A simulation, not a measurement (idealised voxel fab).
process module | voxel gate over fins
Section shown: cut. Width: 170 nm. Cell size: 5 nm, square.
Cross-section = grid of square cells, listed top down in bands; band = one or more rows. Look at the band entry: it leads with the top's height and the bottom's height in nm. Then it lists the materials left to right, with a width in nm for each. The word "full width" on a single material says that material fills the band edge to edge. The word "air" is empty space. Heights are reckoned from 0. Under this level, the received wafer is all of one material. The bottommost band is open-ended downward, for example "0 -> down". When a width is written as two numbers, as in "30 to 40", the first number is the width in the top row of cells of the band and the second is the width in its bottom row, and the width changes by the same amount from each row to the next. For the purposes of this document, the phrase "no alteration" attached to a step denotes that no cell within the cross-section was modified by that step. Enclosed voids (no open way to top), threshold 8 cells or more, entry "Closed-off voids", notation width x height at distance, distance from left edge, nm. Read whatever lies past the settings on a step's line as the simulator's own remark about the step. overlay nm: step with mask; distance mask lay right of planned place; negative value = left of planned place.
### Process steps - plan
1) RECEIVE | material Si
2) CONFORMAL_DEP | material SiN | thk nm 10
3) DIRECTIONAL_DEP | material aC | thk nm 15
4) PATTERN | tone cover | mask id FINS | material resist | width nm 15 | pitch nm 35 | thk nm 30 | overlay nm 0
5) DIRECTIONAL_ETCH | etch materials aC | depth nm 15
6) STRIP | etch materials resist
7) DIRECTIONAL_ETCH | etch materials SiN | depth nm 10
8) DIRECTIONAL_ETCH | etch materials Si | depth nm 40
9) STRIP | etch materials aC
10) OXIDIZE | depth nm 5
11) FILL_DEP | material SiO2 | thk nm 15
12) CMP | height nm 10
13) SELECTIVE_ETCH | etch materials SiO2 | depth nm 25
14) STRIP | etch materials SiN
15) CONFORMAL_DEP | material HfO2 | thk nm 5
16) CONFORMAL_DEP | material TiN | thk nm 5
17) CONFORMAL_DEP | material TiAl | thk nm 5
18) CONFORMAL_DEP | material TiN | thk nm 5
19) FILL_DEP | material W | thk nm 15
20) CMP | height nm 30
21) CONFORMAL_DEP | material SiCN | thk nm 5
### First of two wafers - as planned
### Cross-section of the wafer upon arrival, representing the state reached after step 1
* 0 -> down | Si full width
* Closed-off voids: none
### The wafer, seen in cross-section, after step 2
* 10 -> 0 | SiN full width
* Everything below 0 is unchanged.
### The wafer, seen in cross-section, after step 3
* 25 -> 10 | aC full width
* Everything below 10 is unchanged.
### The wafer, seen in cross-section, after step 4
* 55 -> 25 | air=25 / resist=15 / air=20 / resist=15 / air=20 / resist=15 / air=20 / resist=15 / air=25
* Everything below 25 is unchanged.
### The wafer, seen in cross-section, after step 5
* 40 -> 25 | air=25 / resist=15 / air=20 / resist=15 / air=20 / resist=15 / air=20 / resist=15 / air=25
* 25 -> 10 | air=25 / aC=15 / air=20 / aC=15 / air=20 / aC=15 / air=20 / aC=15 / air=25
* Everything below 10 is unchanged.
### The wafer, seen in cross-section, after step 6
* 25 -> 10 | air=25 / aC=15 / air=20 / aC=15 / air=20 / aC=15 / air=20 / aC=15 / air=25
* Everything below 10 is unchanged.
### The wafer, seen in cross-section, after step 7
* 25 -> 10 | air=25 / aC=15 / air=20 / aC=15 / air=20 / aC=15 / air=20 / aC=15 / air=25
* 10 -> 0 | air=25 / SiN=15 / air=20 / SiN=15 / air=20 / SiN=15 / air=20 / SiN=15 / air=25
* Everything below 0 is unchanged.
### The wafer, seen in cross-section, after step 8
* 25 -> 10 | air=25 / aC=15 / air=20 / aC=15 / air=20 / aC=15 / air=20 / aC=15 / air=25
* 10 -> 0 | air=25 / SiN=15 / air=20 / SiN=15 / air=20 / SiN=15 / air=20 / SiN=15 / air=25
* 0 -> -40 | air=25 / Si=15 / air=20 / Si=15 / air=20 / Si=15 / air=20 / Si=15 / air=25
* Everything below -40 is unchanged.
### The wafer, seen in cross-section, after step 9
* 10 -> 0 | air=25 / SiN=15 / air=20 / SiN=15 / air=20 / SiN=15 / air=20 / SiN=15 / air=25
* Everything below 0 is unchanged.
### The wafer, seen in cross-section, after step 10
* 10 -> 0 | air=25 / SiN=15 / air=20 / SiN=15 / air=20 / SiN=15 / air=20 / SiN=15 / air=25
* 0 -> -40 | air=25 / SiO2=5 / Si=5 / SiO2=5 / air=20 / SiO2=5 / Si=5 / SiO2=5 / air=20 / SiO2=5 / Si=5 / SiO2=5 / air=20 / SiO2=5 / Si=5 / SiO2=5 / air=25
* -40 -> -45 | SiO2=30 / Si=5 / SiO2=30 / Si=5 / SiO2=30 / Si=5 / SiO2=30 / Si=5 / SiO2=30
* Everything below -45 is unchanged.
### The wafer, seen in cross-section, after step 11
* 25 -> 10 | SiO2 full width
* 10 -> 0 | SiO2=25 / SiN=15 / SiO2=20 / SiN=15 / SiO2=20 / SiN=15 / SiO2=20 / SiN=15 / SiO2=25
* 0 -> -45 | SiO2=30 / Si=5 / SiO2=30 / Si=5 / SiO2=30 / Si=5 / SiO2=30 / Si=5 / SiO2=30
* Everything below -45 is unchanged.
### The wafer, seen in cross-section, after step 12
* 10 -> 0 | SiO2=25 / SiN=15 / SiO2=20 / SiN=15 / SiO2=20 / SiN=15 / SiO2=20 / SiN=15 / SiO2=25
* Everything below 0 is unchanged.
### The wafer, seen in cross-section, after step 13
* 10 -> 0 | air=25 / SiN=15 / air=20 / SiN=15 / air=20 / SiN=15 / air=20 / SiN=15 / air=25
* 0 -> -15 | air=30 / Si=5 / air=30 / Si=5 / air=30 / Si=5 / air=30 / Si=5 / air=30
* Everything below -15 is unchanged.
### The wafer, seen in cross-section, after step 14
* 0 -> -15 | air=30 / Si=5 / air=30 / Si=5 / air=30 / Si=5 / air=30 / Si=5 / air=30
* Everything below -15 is unchanged.
### The wafer, seen in cross-section, after step 15
* 5 -> 0 | air=25 / HfO2=15 / air=20 / HfO2=15 / air=20 / HfO2=15 / air=20 / HfO2=15 / air=25
* 0 -> -10 | air=25 / HfO2=5 / Si=5 / HfO2=5 / air=20 / HfO2=5 / Si=5 / HfO2=5 / air=20 / HfO2=5 / Si=5 / HfO2=5 / air=20 / HfO2=5 / Si=5 / HfO2=5 / air=25
* -10 -> -15 | HfO2=30 / Si=5 / HfO2=30 / Si=5 / HfO2=30 / Si=5 / HfO2=30 / Si=5 / HfO2=30
* Everything below -15 is unchanged.
### The wafer, seen in cross-section, after step 16
* 10 -> 5 | air=20 / TiN=25 / air=10 / TiN=25 / air=10 / TiN=25 / air=10 / TiN=25 / air=20
* 5 -> 0 | air=20 / TiN=5 / HfO2=15 / TiN=5 / air=10 / TiN=5 / HfO2=15 / TiN=5 / air=10 / TiN=5 / HfO2=15 / TiN=5 / air=10 / TiN=5 / HfO2=15 / TiN=5 / air=20
* 0 -> -5 | air=20 / TiN=5 / HfO2=5 / Si=5 / HfO2=5 / TiN=5 / air=10 / TiN=5 / HfO2=5 / Si=5 / HfO2=5 / TiN=5 / air=10 / TiN=5 / HfO2=5 / Si=5 / HfO2=5 / TiN=5 / air=10 / TiN=5 / HfO2=5 / Si=5 / HfO2=5 / TiN=5 / air=20
* -5 -> -10 | TiN=25 / HfO2=5 / Si=5 / HfO2=5 / TiN=20 / HfO2=5 / Si=5 / HfO2=5 / TiN=20 / HfO2=5 / Si=5 / HfO2=5 / TiN=20 / HfO2=5 / Si=5 / HfO2=5 / TiN=25
* Everything below -10 is unchanged.
### The wafer, seen in cross-section, after step 17
* 15 -> 10 | air=15 / TiAl=140 / air=15
* 10 -> 5 | air=15 / TiAl=5 / TiN=25 / TiAl=10 / TiN=25 / TiAl=10 / TiN=25 / TiAl=10 / TiN=25 / TiAl=5 / air=15
* 5 -> 0 | air=15 / TiAl=5 / TiN=5 / HfO2=15 / TiN=5 / TiAl=10 / TiN=5 / HfO2=15 / TiN=5 / TiAl=10 / TiN=5 / HfO2=15 / TiN=5 / TiAl=10 / TiN=5 / HfO2=15 / TiN=5 / TiAl=5 / air=15
* 0 -> -5 | TiAl=20 / TiN=5 / HfO2=5 / Si=5 / HfO2=5 / TiN=5 / TiAl=10 / TiN=5 / HfO2=5 / Si=5 / HfO2=5 / TiN=5 / TiAl=10 / TiN=5 / HfO2=5 / Si=5 / HfO2=5 / TiN=5 / TiAl=10 / TiN=5 / HfO2=5 / Si=5 / HfO2=5 / TiN=5 / TiAl=20
* Everything below -5 is unchanged.
### The wafer, seen in cross-section, after step 18
* 20 -> 15 | air=10 / TiN=150 / air=10
* 15 -> 10 | air=10 / TiN=5 / TiAl=140 / TiN=5 / air=10
* 10 -> 5 | air=10 / TiN=5 / TiAl=5 / TiN=25 / TiAl=10 / TiN=25 / TiAl=10 / TiN=25 / TiAl=10 / TiN=25 / TiAl=5 / TiN=5 / air=10
* 5 -> 0 | TiN=15 / TiAl=5 / TiN=5 / HfO2=15 / TiN=5 / TiAl=10 / TiN=5 / HfO2=15 / TiN=5 / TiAl=10 / TiN=5 / HfO2=15 / TiN=5 / TiAl=10 / TiN=5 / HfO2=15 / TiN=5 / TiAl=5 / TiN=15
* Everything below 0 is unchanged.
### The wafer, seen in cross-section, after step 19
* 35 -> 20 | W full width
* 20 -> 15 | W=10 / TiN=150 / W=10
* 15 -> 10 | W=10 / TiN=5 / TiAl=140 / TiN=5 / W=10
* 10 -> 5 | W=10 / TiN=5 / TiAl=5 / TiN=25 / TiAl=10 / TiN=25 / TiAl=10 / TiN=25 / TiAl=10 / TiN=25 / TiAl=5 / TiN=5 / W=10
* Everything below 5 is unchanged.
### The wafer, seen in cross-section, after step 20
* 30 -> 20 | W full width
* Everything below 20 is unchanged.
### The wafer, seen in cross-section, after step 21
* 35 -> 30 | SiCN full width
* Everything below 30 is unchanged.
### Wafer two. Identical start, identical plan. One mistake in execution. Identical history through step 14
### Second wafer, cross-section, planned end of step 15
* 5 -> 0 | air=25 / TiN=15 / air=20 / TiN=15 / air=20 / TiN=15 / air=20 / TiN=15 / air=25
* 0 -> -10 | air=25 / TiN=5 / Si=5 / TiN=5 / air=20 / TiN=5 / Si=5 / TiN=5 / air=20 / TiN=5 / Si=5 / TiN=5 / air=20 / TiN=5 / Si=5 / TiN=5 / air=25
* -10 -> -15 | TiN=30 / Si=5 / TiN=30 / Si=5 / TiN=30 / Si=5 / TiN=30 / Si=5 / TiN=30
* Everything below -15 is unchanged.
### Second wafer, cross-section, planned end of step 16
* 10 -> 5 | air=20 / HfO2=25 / air=10 / HfO2=25 / air=10 / HfO2=25 / air=10 / HfO2=25 / air=20
* 5 -> 0 | air=20 / HfO2=5 / TiN=15 / HfO2=5 / air=10 / HfO2=5 / TiN=15 / HfO2=5 / air=10 / HfO2=5 / TiN=15 / HfO2=5 / air=10 / HfO2=5 / TiN=15 / HfO2=5 / air=20
* 0 -> -5 | air=20 / HfO2=5 / TiN=5 / Si=5 / TiN=5 / HfO2=5 / air=10 / HfO2=5 / TiN=5 / Si=5 / TiN=5 / HfO2=5 / air=10 / HfO2=5 / TiN=5 / Si=5 / TiN=5 / HfO2=5 / air=10 / HfO2=5 / TiN=5 / Si=5 / TiN=5 / HfO2=5 / air=20
* -5 -> -10 | HfO2=25 / TiN=5 / Si=5 / TiN=5 / HfO2=20 / TiN=5 / Si=5 / TiN=5 / HfO2=20 / TiN=5 / Si=5 / TiN=5 / HfO2=20 / TiN=5 / Si=5 / TiN=5 / HfO2=25
* Everything below -10 is unchanged.
### Second wafer, cross-section, planned end of step 17
* 15 -> 10 | air=15 / TiAl=140 / air=15
* 10 -> 5 | air=15 / TiAl=5 / HfO2=25 / TiAl=10 / HfO2=25 / TiAl=10 / HfO2=25 / TiAl=10 / HfO2=25 / TiAl=5 / air=15
* 5 -> 0 | air=15 / TiAl=5 / HfO2=5 / TiN=15 / HfO2=5 / TiAl=10 / HfO2=5 / TiN=15 / HfO2=5 / TiAl=10 / HfO2=5 / TiN=15 / HfO2=5 / TiAl=10 / HfO2=5 / TiN=15 / HfO2=5 / TiAl=5 / air=15
* 0 -> -5 | TiAl=20 / HfO2=5 / TiN=5 / Si=5 / TiN=5 / HfO2=5 / TiAl=10 / HfO2=5 / TiN=5 / Si=5 / TiN=5 / HfO2=5 / TiAl=10 / HfO2=5 / TiN=5 / Si=5 / TiN=5 / HfO2=5 / TiAl=10 / HfO2=5 / TiN=5 / Si=5 / TiN=5 / HfO2=5 / TiAl=20
* Everything below -5 is unchanged.
### Second wafer, cross-section, planned end of step 18
* 20 -> 15 | air=10 / TiN=150 / air=10
* 15 -> 10 | air=10 / TiN=5 / TiAl=140 / TiN=5 / air=10
* 10 -> 5 | air=10 / TiN=5 / TiAl=5 / HfO2=25 / TiAl=10 / HfO2=25 / TiAl=10 / HfO2=25 / TiAl=10 / HfO2=25 / TiAl=5 / TiN=5 / air=10
* 5 -> 0 | TiN=15 / TiAl=5 / HfO2=5 / TiN=15 / HfO2=5 / TiAl=10 / HfO2=5 / TiN=15 / HfO2=5 / TiAl=10 / HfO2=5 / TiN=15 / HfO2=5 / TiAl=10 / HfO2=5 / TiN=15 / HfO2=5 / TiAl=5 / TiN=15
* Everything below 0 is unchanged.
### Second wafer, cross-section, planned end of step 19
* 35 -> 20 | W full width
* 20 -> 15 | W=10 / TiN=150 / W=10
* 15 -> 10 | W=10 / TiN=5 / TiAl=140 / TiN=5 / W=10
* 10 -> 5 | W=10 / TiN=5 / TiAl=5 / HfO2=25 / TiAl=10 / HfO2=25 / TiAl=10 / HfO2=25 / TiAl=10 / HfO2=25 / TiAl=5 / TiN=5 / W=10
* Everything below 5 is unchanged.
### Second wafer, cross-section, planned end of step 20
* 30 -> 20 | W full width
* Everything below 20 is unchanged.
### Second wafer, cross-section, planned end of step 21
* 35 -> 30 | SiCN full width
* Everything below 30 is unchanged.
What broke from the plan during processing? the processing plan was not followed for steps 15 and 16, which were run with their positions exchanged
Final wafers compared: equal cell tally per material, rearranged layout.
